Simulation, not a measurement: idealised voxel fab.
The process module presented herein is designated voxel self aligned vias.
Pictured: cross-section cut, 255 nm wide, on a grid of 5 nm square cells.
For the purposes of this document, a cross-section shall be understood as a grid of square cells, specified as bands listed in top-to-bottom order, each band consisting of one or more rows of cells.
Read a band's entry like this: the first values are the height of its top and the height of its bottom in nm, and what follows is the sequence of materials from left to right, each with its width in nm. Note that "air" is empty space, and that a single material marked "all across" reaches across the band from edge to edge.
For the purposes of this specification, 0 denotes the height below which the wafer in its as-received condition is composed wholly of one material, and the lowermost band, lacking a lower limit, extends downward without end, as expressed in "0 nm and below".
Width: "30 to 40" (first number = top row, second number = bottom row, same change from row to row of cells).
Any step labelled "no change occurred" changed none of the cells in the cross-section.
"Entrapped void list": sealed empty spaces, 8 cells or more, no open way to top, listed width x height at distance, with distance from the left edge and width, height and distance in nm.
Heads up: the bit after the settings on a step's line is the simulator's remark on that step.
"overlay nm" denotes, for a step that has a mask, the displacement of the mask to the right of its planned place, with negative values corresponding to the left.
### The steps planned for the process are as follows
1: RECEIVE: material Si
2: CONFORMAL_DEP: material SiO2, thk nm 10
3: CONFORMAL_DEP: material SiCN, thk nm 5
4: DIRECTIONAL_DEP: material lowk, thk nm 20
5: MASKED_ETCH: tone open, mask id LINES, width nm 20, pitch nm 55, etch materials lowk, depth nm 20, overlay nm 0
6: CONFORMAL_DEP: material TiN, thk nm 5
7: FILL_DEP: material W, thk nm 5
8: CMP: height nm 35
9: SELECTIVE_ETCH: etch materials W Ru TiN, depth nm 5
10: FILL_DEP: material SiN, thk nm 10
11: CMP: height nm 35
12: DIRECTIONAL_DEP: material lowk, thk nm 20
13: PATTERN: tone open, mask id VIAS, material resist, width nm 40, pitch nm 55, thk nm 20, overlay nm 0
14: DIRECTIONAL_ETCH: etch materials lowk, depth nm 20
15: DIRECTIONAL_ETCH: etch materials SiN, depth nm 5
16: STRIP: etch materials resist
17: CONFORMAL_DEP: material TiN, thk nm 5
18: FILL_DEP: material Ru, thk nm 10
19: CMP: height nm 55
20: CONFORMAL_DEP: material SiCN, thk nm 5
### Account of the first of two wafers, which was processed as intended
### Wafer at receipt (post step 1), cross-section
  0 nm and below  Si all across
  Entrapped void list: none
### After step 2, in cross-section
  10 nm to 0 nm  SiO2 all across
  All layers under 0 are left as they were.
### After step 3, in cross-section
  15 nm to 10 nm  SiCN all across
  All layers under 10 are left as they were.
### After step 4, in cross-section
  35 nm to 15 nm  lowk all across
  All layers under 15 are left as they were.
### After step 5, in cross-section
  35 nm to 15 nm  lowk: 60 | air: 20 | lowk: 35 | air: 20 | lowk: 35 | air: 20 | lowk: 65
  All layers under 15 are left as they were.
### After step 6, in cross-section
  40 nm to 35 nm  TiN: 65 | air: 10 | TiN: 45 | air: 10 | TiN: 45 | air: 10 | TiN: 70
  35 nm to 20 nm  lowk: 60 | TiN: 5 | air: 10 | TiN: 5 | lowk: 35 | TiN: 5 | air: 10 | TiN: 5 | lowk: 35 | TiN: 5 | air: 10 | TiN: 5 | lowk: 65
  20 nm to 15 nm  lowk: 60 | TiN: 20 | lowk: 35 | TiN: 20 | lowk: 35 | TiN: 20 | lowk: 65
  All layers under 15 are left as they were.
### After step 7, in cross-section
  45 nm to 40 nm  W all across
  40 nm to 35 nm  TiN: 65 | W: 10 | TiN: 45 | W: 10 | TiN: 45 | W: 10 | TiN: 70
  35 nm to 20 nm  lowk: 60 | TiN: 5 | W: 10 | TiN: 5 | lowk: 35 | TiN: 5 | W: 10 | TiN: 5 | lowk: 35 | TiN: 5 | W: 10 | TiN: 5 | lowk: 65
  All layers under 20 are left as they were.
### After step 8, in cross-section
  35 nm to 20 nm  lowk: 60 | TiN: 5 | W: 10 | TiN: 5 | lowk: 35 | TiN: 5 | W: 10 | TiN: 5 | lowk: 35 | TiN: 5 | W: 10 | TiN: 5 | lowk: 65
  All layers under 20 are left as they were.
### After step 9, in cross-section
  35 nm to 30 nm  lowk: 60 | air: 20 | lowk: 35 | air: 20 | lowk: 35 | air: 20 | lowk: 65
  All layers under 30 are left as they were.
### After step 10, in cross-section
  45 nm to 35 nm  SiN all across
  35 nm to 30 nm  lowk: 60 | SiN: 20 | lowk: 35 | SiN: 20 | lowk: 35 | SiN: 20 | lowk: 65
  All layers under 30 are left as they were.
### After step 11, in cross-section
  35 nm to 30 nm  lowk: 60 | SiN: 20 | lowk: 35 | SiN: 20 | lowk: 35 | SiN: 20 | lowk: 65
  All layers under 30 are left as they were.
### After step 12, in cross-section
  55 nm to 35 nm  lowk all across
  All layers under 35 are left as they were.
### After step 13, in cross-section
  75 nm to 55 nm  resist: 50 | air: 40 | resist: 15 | air: 40 | resist: 15 | air: 40 | resist: 55
  All layers under 55 are left as they were.
### After step 14, in cross-section
  75 nm to 55 nm  resist: 50 | air: 40 | resist: 15 | air: 40 | resist: 15 | air: 40 | resist: 55
  55 nm to 35 nm  lowk: 50 | air: 40 | lowk: 15 | air: 40 | lowk: 15 | air: 40 | lowk: 55
  All layers under 35 are left as they were.
### After step 15, in cross-section
  75 nm to 55 nm  resist: 50 | air: 40 | resist: 15 | air: 40 | resist: 15 | air: 40 | resist: 55
  55 nm to 35 nm  lowk: 50 | air: 40 | lowk: 15 | air: 40 | lowk: 15 | air: 40 | lowk: 55
  35 nm to 30 nm  lowk: 60 | air: 20 | lowk: 35 | air: 20 | lowk: 35 | air: 20 | lowk: 65
  All layers under 30 are left as they were.
### After step 16, in cross-section
  55 nm to 35 nm  lowk: 50 | air: 40 | lowk: 15 | air: 40 | lowk: 15 | air: 40 | lowk: 55
  All layers under 35 are left as they were.
### After step 17, in cross-section
  60 nm to 55 nm  TiN: 55 | air: 30 | TiN: 25 | air: 30 | TiN: 25 | air: 30 | TiN: 60
  55 nm to 40 nm  lowk: 50 | TiN: 5 | air: 30 | TiN: 5 | lowk: 15 | TiN: 5 | air: 30 | TiN: 5 | lowk: 15 | TiN: 5 | air: 30 | TiN: 5 | lowk: 55
  40 nm to 35 nm  lowk: 50 | TiN: 15 | air: 10 | TiN: 15 | lowk: 15 | TiN: 15 | air: 10 | TiN: 15 | lowk: 15 | TiN: 15 | air: 10 | TiN: 15 | lowk: 55
  35 nm to 30 nm  lowk: 60 | TiN: 20 | lowk: 35 | TiN: 20 | lowk: 35 | TiN: 20 | lowk: 65
  All layers under 30 are left as they were.
### After step 18, in cross-section
  70 nm to 60 nm  Ru all across
  60 nm to 55 nm  TiN: 55 | Ru: 30 | TiN: 25 | Ru: 30 | TiN: 25 | Ru: 30 | TiN: 60
  55 nm to 40 nm  lowk: 50 | TiN: 5 | Ru: 30 | TiN: 5 | lowk: 15 | TiN: 5 | Ru: 30 | TiN: 5 | lowk: 15 | TiN: 5 | Ru: 30 | TiN: 5 | lowk: 55
  40 nm to 35 nm  lowk: 50 | TiN: 15 | Ru: 10 | TiN: 15 | lowk: 15 | TiN: 15 | Ru: 10 | TiN: 15 | lowk: 15 | TiN: 15 | Ru: 10 | TiN: 15 | lowk: 55
  All layers under 35 are left as they were.
### After step 19, in cross-section
  55 nm to 40 nm  lowk: 50 | TiN: 5 | Ru: 30 | TiN: 5 | lowk: 15 | TiN: 5 | Ru: 30 | TiN: 5 | lowk: 15 | TiN: 5 | Ru: 30 | TiN: 5 | lowk: 55
  All layers under 40 are left as they were.
### After step 20, in cross-section
  60 nm to 55 nm  SiCN all across
  All layers under 55 are left as they were.
### The second wafer began exactly as the first did and followed the same plan, but one mistake was made while running it; through step 4 inclusive, the two wafers are identical
### Cross-section: second wafer, time at which step 5 was scheduled to end
  35 nm to 15 nm  air: 60 | lowk: 20 | air: 35 | lowk: 20 | air: 35 | lowk: 20 | air: 65
  All layers under 15 are left as they were.
### Cross-section: second wafer, time at which step 6 was scheduled to end
  40 nm to 35 nm  air: 55 | TiN: 30 | air: 25 | TiN: 30 | air: 25 | TiN: 30 | air: 60
  35 nm to 20 nm  air: 55 | TiN: 5 | lowk: 20 | TiN: 5 | air: 25 | TiN: 5 | lowk: 20 | TiN: 5 | air: 25 | TiN: 5 | lowk: 20 | TiN: 5 | air: 60
  20 nm to 15 nm  TiN: 60 | lowk: 20 | TiN: 35 | lowk: 20 | TiN: 35 | lowk: 20 | TiN: 65
  All layers under 15 are left as they were.
### Cross-section: second wafer, time at which step 7 was scheduled to end
  45 nm to 40 nm  W all across
  40 nm to 35 nm  W: 55 | TiN: 30 | W: 25 | TiN: 30 | W: 25 | TiN: 30 | W: 60
  35 nm to 20 nm  W: 55 | TiN: 5 | lowk: 20 | TiN: 5 | W: 25 | TiN: 5 | lowk: 20 | TiN: 5 | W: 25 | TiN: 5 | lowk: 20 | TiN: 5 | W: 60
  All layers under 20 are left as they were.
### Cross-section: second wafer, time at which step 8 was scheduled to end
  35 nm to 20 nm  W: 55 | TiN: 5 | lowk: 20 | TiN: 5 | W: 25 | TiN: 5 | lowk: 20 | TiN: 5 | W: 25 | TiN: 5 | lowk: 20 | TiN: 5 | W: 60
  All layers under 20 are left as they were.
### Cross-section: second wafer, time at which step 9 was scheduled to end
  35 nm to 30 nm  air: 60 | lowk: 20 | air: 35 | lowk: 20 | air: 35 | lowk: 20 | air: 65
  All layers under 30 are left as they were.
### Cross-section: second wafer, time at which step 10 was scheduled to end
  45 nm to 35 nm  SiN all across
  35 nm to 30 nm  SiN: 60 | lowk: 20 | SiN: 35 | lowk: 20 | SiN: 35 | lowk: 20 | SiN: 65
  All layers under 30 are left as they were.
### Cross-section: second wafer, time at which step 11 was scheduled to end
  35 nm to 30 nm  SiN: 60 | lowk: 20 | SiN: 35 | lowk: 20 | SiN: 35 | lowk: 20 | SiN: 65
  All layers under 30 are left as they were.
### Cross-section: second wafer, time at which step 12 was scheduled to end
  55 nm to 35 nm  lowk all across
  All layers under 35 are left as they were.
### Cross-section: second wafer, time at which step 13 was scheduled to end
  75 nm to 55 nm  resist: 50 | air: 40 | resist: 15 | air: 40 | resist: 15 | air: 40 | resist: 55
  All layers under 55 are left as they were.
### Cross-section: second wafer, time at which step 14 was scheduled to end
  75 nm to 55 nm  resist: 50 | air: 40 | resist: 15 | air: 40 | resist: 15 | air: 40 | resist: 55
  55 nm to 35 nm  lowk: 50 | air: 40 | lowk: 15 | air: 40 | lowk: 15 | air: 40 | lowk: 55
  All layers under 35 are left as they were.
### Cross-section: second wafer, time at which step 15 was scheduled to end
  75 nm to 55 nm  resist: 50 | air: 40 | resist: 15 | air: 40 | resist: 15 | air: 40 | resist: 55
  55 nm to 35 nm  lowk: 50 | air: 40 | lowk: 15 | air: 40 | lowk: 15 | air: 40 | lowk: 55
  35 nm to 30 nm  SiN: 50 | air: 10 | lowk: 20 | air: 10 | SiN: 15 | air: 10 | lowk: 20 | air: 10 | SiN: 15 | air: 10 | lowk: 20 | air: 10 | SiN: 55
  All layers under 30 are left as they were.
### Cross-section: second wafer, time at which step 16 was scheduled to end
  55 nm to 35 nm  lowk: 50 | air: 40 | lowk: 15 | air: 40 | lowk: 15 | air: 40 | lowk: 55
  All layers under 35 are left as they were.
### Cross-section: second wafer, time at which step 17 was scheduled to end
  60 nm to 55 nm  TiN: 55 | air: 30 | TiN: 25 | air: 30 | TiN: 25 | air: 30 | TiN: 60
  55 nm to 40 nm  lowk: 50 | TiN: 5 | air: 30 | TiN: 5 | lowk: 15 | TiN: 5 | air: 30 | TiN: 5 | lowk: 15 | TiN: 5 | air: 30 | TiN: 5 | lowk: 55
  40 nm to 35 nm  lowk: 50 | TiN: 40 | lowk: 15 | TiN: 40 | lowk: 15 | TiN: 40 | lowk: 55
  35 nm to 30 nm  SiN: 50 | TiN: 10 | lowk: 20 | TiN: 10 | SiN: 15 | TiN: 10 | lowk: 20 | TiN: 10 | SiN: 15 | TiN: 10 | lowk: 20 | TiN: 10 | SiN: 55
  All layers under 30 are left as they were.
### Cross-section: second wafer, time at which step 18 was scheduled to end
  70 nm to 60 nm  Ru all across
  60 nm to 55 nm  TiN: 55 | Ru: 30 | TiN: 25 | Ru: 30 | TiN: 25 | Ru: 30 | TiN: 60
  55 nm to 40 nm  lowk: 50 | TiN: 5 | Ru: 30 | TiN: 5 | lowk: 15 | TiN: 5 | Ru: 30 | TiN: 5 | lowk: 15 | TiN: 5 | Ru: 30 | TiN: 5 | lowk: 55
  All layers under 40 are left as they were.
### Cross-section: second wafer, time at which step 19 was scheduled to end
  55 nm to 40 nm  lowk: 50 | TiN: 5 | Ru: 30 | TiN: 5 | lowk: 15 | TiN: 5 | Ru: 30 | TiN: 5 | lowk: 15 | TiN: 5 | Ru: 30 | TiN: 5 | lowk: 55
  All layers under 40 are left as they were.
### Cross-section: second wafer, time at which step 20 was scheduled to end
  60 nm to 55 nm  SiCN all across
  All layers under 55 are left as they were.
Run error: step 5 was not run as planned; what actually ran was MASKED_ETCH: tone cover, mask id LINES, width nm 20, pitch nm 55, etch materials lowk, depth nm 20, overlay nm 0
Final cells, second wafer relative to first, materials higher or lower: Ru -6, SiN +27, TiN +33, W +54, lowk -108
